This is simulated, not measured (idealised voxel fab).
process module | voxel ribs on slabs
cross-section cut | 185 nm wide | cells 5 nm
A cross-section is a grid of square cells, given in bands from the top down. A band is one or more rows of cells.
Each band's line starts with the height of the band's top and of its bottom, in nm. Then come its materials from left to right, each with its width in nm. One material with "throughout" fills the band from edge to edge. "air" is empty space.
Height 0 is the level under which the wafer as received is all one material. The lowest band goes on downwards, as in "0 down".
A width such as "30 to 40" changes by the same amount from each row of cells to the next, from the band's top row to its bottom row.
"no change" after a step means that no cell of the cross-section changed.
closed voids: empty space of 8 cells or more with no open way to the top, each as width x height at its distance from the left edge, in nm
after a step's settings: what the simulator itself notes on the step
overlay nm, on a step with a mask: how far to the right of its planned place the mask lay; to the left if negative
plan
1 op RECEIVE | material Si
2 op DIRECTIONAL_DEP | material SiO2 | thk nm 20
3 op DIRECTIONAL_DEP | material SiN | thk nm 15
4 op PATTERN | tone cover | mask id RIB | material resist | width nm 15 | thk nm 20 | overlay nm 0
5 op DIRECTIONAL_ETCH | etch materials SiN | depth nm 5
6 op STRIP | etch materials resist
7 op DIRECTIONAL_DEP | material aC | thk nm 10
8 op PATTERN | tone cover | mask id SLAB | material resist | width nm 65 | thk nm 30 | overlay nm 0
9 op DIRECTIONAL_ETCH | etch materials aC | depth nm 10
10 op STRIP | etch materials resist
11 op DIRECTIONAL_ETCH | etch materials SiN | depth nm 10
12 op STRIP | etch materials aC
13 op FILL_DEP | material SiO2 | thk nm 20
14 op CMP | height nm 50
15 op DIRECTIONAL_DEP | material TiN | thk nm 5
16 op DIRECTIONAL_DEP | material aC | thk nm 15
17 op PATTERN | tone cover | mask id HEATER | material resist | width nm 25 | thk nm 30 | overlay nm 0
18 op DIRECTIONAL_ETCH | etch materials aC | depth nm 15
19 op STRIP | etch materials resist
20 op DIRECTIONAL_ETCH | etch materials TiN | depth nm 5
21 op STRIP | etch materials aC
22 op CONFORMAL_DEP | material SiO2 | thk nm 5
varied across the wafers: thk nm of step 22. The plan shows the first wafer's value. All wafers start alike
first wafer as received, after step 1
  0 down: Si throughout
  closed voids: none
first wafer at the end, after step 22
  60 to 55: air 75 | SiO2 35 | air 75
  55 to 50: SiO2 80 | TiN 25 | SiO2 80
  50 to 35: SiO2 throughout
  35 to 30: SiO2 85 | SiN 15 | SiO2 85
  30 to 20: SiO2 60 | SiN 65 | SiO2 60
  20 to 0: SiO2 throughout
  0 down: Si throughout
  closed voids: none
last wafer at the end
  75 to 70: air 60 | SiO2 65 | air 60
  70 to 55: SiO2 throughout
  55 to 50: SiO2 80 | TiN 25 | SiO2 80
  50 to 35: SiO2 throughout
  35 to 30: SiO2 85 | SiN 15 | SiO2 85
  30 to 20: SiO2 60 | SiN 65 | SiO2 60
  20 to 0: SiO2 throughout
  0 down: Si throughout
  closed voids: none
each wafer at the end: cells of each material gained (+) or lost (-) since it was received, then its closed voids
thk nm 5 | +29 SiN | +380 SiO2 | +5 TiN | closed voids: none
thk nm 10 | +29 SiN | +419 SiO2 | +5 TiN | closed voids: none
thk nm 15 | +29 SiN | +458 SiO2 | +5 TiN | closed voids: none
thk nm 20 | +29 SiN | +497 SiO2 | +5 TiN | closed voids: none
